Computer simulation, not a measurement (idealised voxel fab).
process module | voxel tone inversion
cross-section cut | 240 nm wide | cells 5 nm
A cross-section is a grid of square cells, given in bands from the top down. A band is one or more rows of cells.
Each band's line starts with the height of the band's top and of its bottom, in nm. Then come its materials from left to right, each with its width in nm. One material with "throughout" fills the band from edge to edge. "air" is empty space.
Height 0 is the level under which the wafer as received is all one material. The lowest band goes on downwards, as in "0 down".
A width such as "30 to 40" changes by the same amount from each row of cells to the next, from the band's top row to its bottom row.
"no change" after a step means that no cell of the cross-section changed.
closed voids: empty space of 8 cells or more with no open way to the top, each as width x height at its distance from the left edge, in nm
after a step's settings: what the simulator itself notes on the step
overlay nm, on a step with a mask: how far to the right of its planned place the mask lay; to the left if negative
plan
1 op RECEIVE | material Si
2 op CONFORMAL_DEP | material SiN | thk nm 10
3 op DIRECTIONAL_DEP | material aC | thk nm 25
4 op PATTERN | tone cover | mask id POSTS | material resist | width nm 20 | pitch nm 50 | thk nm 35 | overlay nm 0
5 op DIRECTIONAL_ETCH | etch materials aC | depth nm 25
6 op STRIP | etch materials resist
7 op FILL_DEP | material lowk | thk nm 5
8 op CMP | height nm 35
9 op STRIP | etch materials aC
10 op CONFORMAL_DEP | material TiN | thk nm 5
11 op FILL_DEP | material Ru | thk nm 10
12 op CMP | height nm 35
13 op CONFORMAL_DEP | material SiN | thk nm 5
first wafer, as planned
as received, after step 1
  0 down: Si throughout
  closed voids: none
after step 2
  10 to 0: SiN throughout
  below 0: unchanged
after step 3
  35 to 10: aC throughout
  below 10: unchanged
after step 4
  70 to 35: air 35 | resist 20 | air 30 | resist 20 | air 30 | resist 20 | air 30 | resist 20 | air 35
  below 35: unchanged
after step 5
  45 to 35: air 35 | resist 20 | air 30 | resist 20 | air 30 | resist 20 | air 30 | resist 20 | air 35
  35 to 10: air 35 | aC 20 | air 30 | aC 20 | air 30 | aC 20 | air 30 | aC 20 | air 35
  below 10: unchanged
after step 6
  35 to 10: air 35 | aC 20 | air 30 | aC 20 | air 30 | aC 20 | air 30 | aC 20 | air 35
  below 10: unchanged
after step 7
  40 to 35: lowk throughout
  35 to 10: lowk 35 | aC 20 | lowk 30 | aC 20 | lowk 30 | aC 20 | lowk 30 | aC 20 | lowk 35
  below 10: unchanged
after step 8
  35 to 10: lowk 35 | aC 20 | lowk 30 | aC 20 | lowk 30 | aC 20 | lowk 30 | aC 20 | lowk 35
  below 10: unchanged
after step 9
  35 to 10: lowk 35 | air 20 | lowk 30 | air 20 | lowk 30 | air 20 | lowk 30 | air 20 | lowk 35
  below 10: unchanged
after step 10
  40 to 35: TiN 40 | air 10 | TiN 40 | air 10 | TiN 40 | air 10 | TiN 40 | air 10 | TiN 40
  35 to 15: lowk 35 | TiN 5 | air 10 | TiN 5 | lowk 30 | TiN 5 | air 10 | TiN 5 | lowk 30 | TiN 5 | air 10 | TiN 5 | lowk 30 | TiN 5 | air 10 | TiN 5 | lowk 35
  15 to 10: lowk 35 | TiN 20 | lowk 30 | TiN 20 | lowk 30 | TiN 20 | lowk 30 | TiN 20 | lowk 35
  below 10: unchanged
after step 11
  50 to 40: Ru throughout
  40 to 35: TiN 40 | Ru 10 | TiN 40 | Ru 10 | TiN 40 | Ru 10 | TiN 40 | Ru 10 | TiN 40
  35 to 15: lowk 35 | TiN 5 | Ru 10 | TiN 5 | lowk 30 | TiN 5 | Ru 10 | TiN 5 | lowk 30 | TiN 5 | Ru 10 | TiN 5 | lowk 30 | TiN 5 | Ru 10 | TiN 5 | lowk 35
  below 15: unchanged
after step 12
  35 to 15: lowk 35 | TiN 5 | Ru 10 | TiN 5 | lowk 30 | TiN 5 | Ru 10 | TiN 5 | lowk 30 | TiN 5 | Ru 10 | TiN 5 | lowk 30 | TiN 5 | Ru 10 | TiN 5 | lowk 35
  below 15: unchanged
after step 13
  40 to 35: SiN throughout
  below 35: unchanged
second wafer: like start, like plan, one mistake. Through step 3 it matches the first wafer
when step 4 should have ended
  70 to 35: air 40 | resist 15 | air 35 | resist 15 | air 35 | resist 15 | air 35 | resist 15 | air 35
  below 35: unchanged
when step 5 should have ended
  45 to 35: air 40 | resist 15 | air 35 | resist 15 | air 35 | resist 15 | air 35 | resist 15 | air 35
  35 to 10: air 40 | aC 15 | air 35 | aC 15 | air 35 | aC 15 | air 35 | aC 15 | air 35
  below 10: unchanged
when step 6 should have ended
  35 to 10: air 40 | aC 15 | air 35 | aC 15 | air 35 | aC 15 | air 35 | aC 15 | air 35
  below 10: unchanged
when step 7 should have ended
  40 to 35: lowk throughout
  35 to 10: lowk 40 | aC 15 | lowk 35 | aC 15 | lowk 35 | aC 15 | lowk 35 | aC 15 | lowk 35
  below 10: unchanged
when step 8 should have ended
  35 to 10: lowk 40 | aC 15 | lowk 35 | aC 15 | lowk 35 | aC 15 | lowk 35 | aC 15 | lowk 35
  below 10: unchanged
when step 9 should have ended
  35 to 10: lowk 40 | air 15 | lowk 35 | air 15 | lowk 35 | air 15 | lowk 35 | air 15 | lowk 35
  below 10: unchanged
when step 10 should have ended
  40 to 35: TiN 45 | air 5 | TiN 45 | air 5 | TiN 45 | air 5 | TiN 45 | air 5 | TiN 40
  35 to 15: lowk 40 | TiN 5 | air 5 | TiN 5 | lowk 35 | TiN 5 | air 5 | TiN 5 | lowk 35 | TiN 5 | air 5 | TiN 5 | lowk 35 | TiN 5 | air 5 | TiN 5 | lowk 35
  15 to 10: lowk 40 | TiN 15 | lowk 35 | TiN 15 | lowk 35 | TiN 15 | lowk 35 | TiN 15 | lowk 35
  below 10: unchanged
when step 11 should have ended
  50 to 40: Ru throughout
  40 to 35: TiN 45 | Ru 5 | TiN 45 | Ru 5 | TiN 45 | Ru 5 | TiN 45 | Ru 5 | TiN 40
  35 to 15: lowk 40 | TiN 5 | Ru 5 | TiN 5 | lowk 35 | TiN 5 | Ru 5 | TiN 5 | lowk 35 | TiN 5 | Ru 5 | TiN 5 | lowk 35 | TiN 5 | Ru 5 | TiN 5 | lowk 35
  below 15: unchanged
when step 12 should have ended
  35 to 15: lowk 40 | TiN 5 | Ru 5 | TiN 5 | lowk 35 | TiN 5 | Ru 5 | TiN 5 | lowk 35 | TiN 5 | Ru 5 | TiN 5 | lowk 35 | TiN 5 | Ru 5 | TiN 5 | lowk 35
  below 15: unchanged
when step 13 should have ended
  40 to 35: SiN throughout
  below 35: unchanged
what went wrong: step 4 ran as: op PATTERN | tone cover | mask id POSTS | material resist | width nm 15 | pitch nm 50 | thk nm 35 | overlay nm 0
at the end the second wafer has, in cells: 16 fewer of Ru | 4 fewer of TiN | 20 more of lowk
